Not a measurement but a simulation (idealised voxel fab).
process module | voxel capacitor over wiring
cross-section cut | 230 nm wide | cells 5 nm
A cross-section is a grid of square cells, given in bands from the top down. A band is one or more rows of cells.
Each band's line starts with the height of the band's top and of its bottom, in nm. Then come its materials from left to right, each with its width in nm. One material with "throughout" fills the band from edge to edge. "air" is empty space.
Height 0 is the level under which the wafer as received is all one material. The lowest band goes on downwards, as in "0 down".
A width such as "30 to 40" changes by the same amount from each row of cells to the next, from the band's top row to its bottom row.
"no change" after a step means that no cell of the cross-section changed.
closed voids: empty space of 8 cells or more with no open way to the top, each as width x height at its distance from the left edge, in nm
after a step's settings: what the simulator itself notes on the step
overlay nm, on a step with a mask: how far to the right of its planned place the mask lay; to the left if negative
plan
1 op RECEIVE | material Si
2 op CONFORMAL_DEP | material SiO2 | thk nm 15
3 op CONFORMAL_DEP | material SiCN | thk nm 5
4 op DIRECTIONAL_DEP | material lowk | thk nm 15
5 op PATTERN | tone open | mask id METAL_1 | material resist | width nm 25 | pitch nm 75 | thk nm 15 | overlay nm 0
6 op DIRECTIONAL_ETCH | etch materials lowk | depth nm 15
7 op DIRECTIONAL_ETCH | etch materials SiCN | depth nm 5
8 op STRIP | etch materials resist
9 op CONFORMAL_DEP | material TiN | thk nm 5
10 op FILL_DEP | material Ru | thk nm 5
11 op CMP | height nm 35
12 op EPI | material Ru | thk nm 5
13 op FILL_DEP | material SiCN | thk nm 5
14 op DIRECTIONAL_DEP | material SiO2 | thk nm 20
15 op DIRECTIONAL_DEP | material aC | thk nm 10
16 op PATTERN | tone open | mask id PLUG_1 | material resist | width nm 15 | thk nm 30 | overlay nm 0
17 op DIRECTIONAL_ETCH | etch materials aC | depth nm 10
18 op STRIP | etch materials resist
19 op DIRECTIONAL_ETCH | etch materials SiO2 | depth nm 20
20 op DIRECTIONAL_ETCH | etch materials SiCN | depth nm 5
21 op STRIP | etch materials aC
22 op CONFORMAL_DEP | material TiN | thk nm 5
23 op FILL_DEP | material W | thk nm 10
24 op CMP | height nm 65
25 op DIRECTIONAL_DEP | material TiN | thk nm 5
26 op DIRECTIONAL_DEP | material HfO2 | thk nm 5
27 op DIRECTIONAL_DEP | material TiN | thk nm 5
28 op MASKED_ETCH | tone cover | mask id UPPER_PLATE | width nm 55 | etch materials TiN | depth nm 5 | overlay nm 0
29 op MASKED_ETCH | tone cover | mask id UPPER_PLATE | width nm 55 | etch materials HfO2 | depth nm 5 | overlay nm 0
30 op MASKED_ETCH | tone cover | mask id LOWER_PLATE | width nm 65 | etch materials TiN | depth nm 5 | overlay nm 0
31 op FILL_DEP | material SiO2 | thk nm 15
32 op CMP | height nm 90
33 op MASKED_ETCH | tone open | mask id PLUG_2 | width nm 15 | etch materials SiO2 | depth nm 10 | overlay nm 0
34 op CONFORMAL_DEP | material TiN | thk nm 5
35 op FILL_DEP | material Cu | thk nm 5
36 op CMP | height nm 90
37 op CONFORMAL_DEP | material SiN | thk nm 5
as received, after step 1
  0 down: Si throughout
  closed voids: none
a wafer at the end: this start, this plan, one mistake
  95 to 90: SiN throughout
  90 to 85: TiN 90 | Cu 5 | TiN 135
  85 to 75: SiO2 85 to 75 | TiN 15 to 55 | SiO2 130 to 100
  75 to 70: SiO2 75 | HfO2 55 | SiO2 100
  70 to 65: SiO2 70 | TiN 65 | SiO2 95
  65 to 45: SiO2 75 | TiN 5 | W 5 | TiN 5 | SiO2 140
  45 to 40: SiCN 75 | TiN 15 | SiCN 140
  40 to 35: SiCN 60 | Ru 35 | SiCN 40 | Ru 35 | SiCN 60
  35 to 20: lowk 65 | TiN 5 | Ru 15 | TiN 5 | lowk 50 | TiN 5 | Ru 15 | TiN 5 | lowk 65
  20 to 15: SiCN 65 | TiN 25 | SiCN 50 | TiN 25 | SiCN 65
  15 to 0: SiO2 throughout
  0 down: Si throughout
  closed voids: none
what went wrong: step 32 ran as: op CMP | height nm 85
